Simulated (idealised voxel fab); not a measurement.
A process module follows: voxel transistor to metal.
Section shown: cut. Width: 170 nm. Cell size: 5 nm, square.
This document writes a cross-section as a grid whose cells are square, and gives it as bands, listed from the top down; one or more rows of cells form a band. It is stipulated that each band's entry specify, in nanometres, the height of the top of the band and then that of its bottom, followed by the materials of the band in left-to-right sequence, each together with its width in nanometres. A single material marked by the word "all across" is understood to fill the band from edge to edge; the word "empty" is understood to denote empty space. Below 0: as-received wafer, all one material; heights counted from there. Lowest band: no bottom, goes on down, written "top 0, no bottom". It should be noted that a width expressed as "30 to 40" varies in equal increments from row to row of cells within the band, taking the value of the first number at the top row and that of the second number at the bottom row. It should be understood that the words "remained the same", when stated for a given step, signify that the cross-section underwent no change in any of its cells during that step. This entry, "Sealed void inventory", enumerates those empty regions of no fewer than 8 cells that possess no open connection to the top. Each region is reported in the form width x height at distance, the distance being taken from the left edge, with all three quantities expressed in nm. The remark found on a step's line after its settings is issued by the simulator itself and pertains to that step. overlay nm: mask offset rightward from planned place, masked step; negative means leftward offset.

[Steps planned for the process]
step 1: RECEIVE: material Si
step 2: OXIDIZE: depth nm 5
step 3: CONFORMAL_DEP: material SiN, thk nm 10
step 4: DIRECTIONAL_DEP: material aC, thk nm 10
step 5: PATTERN: tone cover, mask id ACTIVE, material resist, width nm 105, thk nm 25, overlay nm 0
step 6: DIRECTIONAL_ETCH: etch materials aC, depth nm 10
step 7: STRIP: etch materials resist
step 8: DIRECTIONAL_ETCH: etch materials SiN, depth nm 10
step 9: DIRECTIONAL_ETCH: etch materials SiO2, depth nm 5
step 10: DIRECTIONAL_ETCH: etch materials Si, depth nm 30
step 11: STRIP: etch materials aC
step 12: FILL_DEP: material SiO2, thk nm 10
step 13: CMP: height nm 10
step 14: SELECTIVE_ETCH: etch materials SiO2, depth nm 10
step 15: STRIP: etch materials SiN
step 16: SELECTIVE_ETCH: etch materials SiO2, depth nm 5
step 17: OXIDIZE: depth nm 5
step 18: DIRECTIONAL_DEP: material polySi, thk nm 30
step 19: DIRECTIONAL_DEP: material SiCN, thk nm 15
step 20: DIRECTIONAL_DEP: material aC, thk nm 10
step 21: PATTERN: tone cover, mask id GATE, material resist, width nm 25, thk nm 25, overlay nm 0
step 22: DIRECTIONAL_ETCH: etch materials aC, depth nm 10
step 23: STRIP: etch materials resist
step 24: DIRECTIONAL_ETCH: etch materials SiCN, depth nm 25
step 25: DIRECTIONAL_ETCH: etch materials polySi, depth nm 40
step 26: STRIP: etch materials aC
step 27: CONFORMAL_DEP: material SiN, thk nm 10
step 28: DIRECTIONAL_ETCH: etch materials SiN, depth nm 10
step 29: DIRECTIONAL_ETCH: etch materials SiO2, depth nm 5
step 30: DIRECTIONAL_ETCH: etch materials Si, depth nm 5
step 31: EPI: material nSi, thk nm 5
step 32: FILL_DEP: material SiO2, thk nm 5
step 33: CMP: height nm 25
step 34: STRIP: etch materials polySi
step 35: SELECTIVE_ETCH: etch materials SiO2, depth nm 5
step 36: CONFORMAL_DEP: material HfO2, thk nm 5
step 37: CONFORMAL_DEP: material TiN, thk nm 5
step 38: FILL_DEP: material W, thk nm 5
step 39: CMP: height nm 20
step 40: DIRECTIONAL_DEP: material SiO2, thk nm 10
step 41: MASKED_ETCH: tone open, mask id CONTACT, width nm 20, pitch nm 75, etch materials SiO2, depth nm 40, overlay nm 0
step 42: CONFORMAL_DEP: material TiN, thk nm 5
step 43: FILL_DEP: material Ru, thk nm 10
step 44: CMP: height nm 30
step 45: CONFORMAL_DEP: material SiCN, thk nm 5
step 46: DIRECTIONAL_DEP: material SiO2, thk nm 25
step 47: DIRECTIONAL_DEP: material aC, thk nm 10
step 48: PATTERN: tone open, mask id METAL_1, material resist, width nm 20, pitch nm 75, thk nm 30, overlay nm 0
step 49: DIRECTIONAL_ETCH: etch materials aC, depth nm 10
step 50: STRIP: etch materials resist
step 51: DIRECTIONAL_ETCH: etch materials SiO2, depth nm 25
step 52: DIRECTIONAL_ETCH: etch materials SiCN, depth nm 5
step 53: STRIP: etch materials aC
step 54: CONFORMAL_DEP: material TiN, thk nm 5
step 55: FILL_DEP: material Cu, thk nm 5
step 56: CMP: height nm 60
step 57: CONFORMAL_DEP: material SiN, thk nm 5

[Cross-section of the wafer at receipt, which is the condition after step 1]
> top 0, no bottom  Si all across
> Sealed void inventory: none

[The cross-section shown corresponds to the wafer at the conclusion of the module. The initial structure and the process plan are those presented above; however, one mistake occurred in executing the plan]
> top 65, bottom 60  SiN all across
> top 60, bottom 55  35 SiCN  20 TiN  55 SiCN  20 TiN  40 SiCN
> top 55, bottom 30  SiO2 all across
> top 30, bottom 20  35 SiO2  5 TiN  10 Ru  5 TiN  55 SiO2  5 TiN  10 Ru  5 TiN  40 SiO2
> top 20, bottom 0  35 SiO2  5 TiN  10 Ru  5 TiN  5 SiO2  10 SiN  5 HfO2  5 TiN  5 W  5 TiN  5 HfO2  10 SiN  5 SiO2  5 TiN  10 Ru  5 TiN  40 SiO2
> top 0, bottom -5  35 SiO2  5 TiN  10 Ru  5 TiN  5 SiO2  10 SiN  5 HfO2  15 TiN  5 HfO2  10 SiN  5 SiO2  5 TiN  10 Ru  5 TiN  40 SiO2
> top -5, bottom -10  35 SiO2  20 TiN  5 nSi  5 SiO2  35 HfO2  5 SiO2  5 nSi  20 TiN  40 SiO2
> top -10, bottom -15  30 SiO2  30 nSi  45 Si  30 nSi  35 SiO2
> top -15, bottom -35  30 SiO2  105 Si  35 SiO2
> top -35, no bottom  Si all across
> Sealed void inventory: none
Which mistake was made when the wafer was run? plan vs actual: 45 and 46 interchanged
